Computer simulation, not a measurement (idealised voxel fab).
process module | voxel self aligned vias
cross-section cut | 210 nm wide | cells 5 nm
A cross-section is a grid of square cells, given in bands from the top down. A band is one or more rows of cells.
Each band's line starts with the height of the band's top and of its bottom, in nm. Then come its materials from left to right, each with its width in nm. One material with "throughout" fills the band from edge to edge. "air" is empty space.
Height 0 is the level under which the wafer as received is all one material. The lowest band goes on downwards, as in "0 down".
A width such as "30 to 40" changes by the same amount from each row of cells to the next, from the band's top row to its bottom row.
"no change" after a step means that no cell of the cross-section changed.
closed voids: empty space of 8 cells or more with no open way to the top, each as width x height at its distance from the left edge, in nm
after a step's settings: what the simulator itself notes on the step
overlay nm, on a step with a mask: how far to the right of its planned place the mask lay; to the left if negative
plan
1 op RECEIVE | material Si
2 op CONFORMAL_DEP | material SiO2 | thk nm 10
3 op CONFORMAL_DEP | material SiCN | thk nm 5
4 op DIRECTIONAL_DEP | material lowk | thk nm 20
5 op PATTERN | tone open | mask id LINES | material resist | width nm 30 | pitch nm 55 | thk nm 15 | overlay nm 0
6 op DIRECTIONAL_ETCH | etch materials lowk | depth nm 20
7 op STRIP | etch materials resist
8 op CONFORMAL_DEP | material TiN | thk nm 5
9 op FILL_DEP | material Ru | thk nm 10
10 op CMP | height nm 35
11 op SELECTIVE_ETCH | etch materials W Ru TiN | depth nm 5
12 op FILL_DEP | material SiN | thk nm 5
13 op CMP | height nm 35
14 op DIRECTIONAL_DEP | material lowk | thk nm 20
15 op MASKED_ETCH | tone open | mask id VIAS | width nm 40 | etch materials lowk | depth nm 20 | overlay nm 0
16 op MASKED_ETCH | tone open | mask id VIAS | width nm 40 | etch materials SiN | depth nm 5 | overlay nm 0
17 op CONFORMAL_DEP | material TiN | thk nm 5
18 op FILL_DEP | material W | thk nm 10
19 op CMP | height nm 55
20 op CONFORMAL_DEP | material SiN | thk nm 5
as received, after step 1
  0 down: Si throughout
  closed voids: none
first wafer at the end, as planned
  60 to 55: SiN throughout
  55 to 40: lowk 55 | TiN 5 | W 30 | TiN 5 | lowk 115
  40 to 35: lowk 55 | TiN 10 | W 20 | TiN 10 | lowk 115
  35 to 30: lowk 60 | TiN 30 | lowk 25 | SiN 30 | lowk 65
  30 to 20: lowk 60 | TiN 5 | Ru 20 | TiN 5 | lowk 25 | TiN 5 | Ru 20 | TiN 5 | lowk 65
  20 to 15: lowk 60 | TiN 30 | lowk 25 | TiN 30 | lowk 65
  15 to 10: SiCN throughout
  10 to 0: SiO2 throughout
  0 down: Si throughout
  closed voids: none
second wafer at the end: like start, like plan, one mistake
  60 to 55: SiN throughout
  55 to 35: lowk 55 | TiN 5 | W 30 | TiN 5 | lowk 115
  35 to 30: lowk 55 | TiN 40 | lowk 20 | SiN 30 | lowk 65
  30 to 20: lowk 55 | TiN 10 | Ru 20 | TiN 10 | lowk 20 | TiN 5 | Ru 20 | TiN 5 | lowk 65
  20 to 15: lowk 55 | TiN 40 | lowk 20 | TiN 30 | lowk 65
  15 to 10: SiCN throughout
  10 to 0: SiO2 throughout
  0 down: Si throughout
  closed voids: none
what went wrong: step 15 was run twice
at the end the second wafer has, in cells: 6 more of TiN | 2 more of W | 8 fewer of lowk
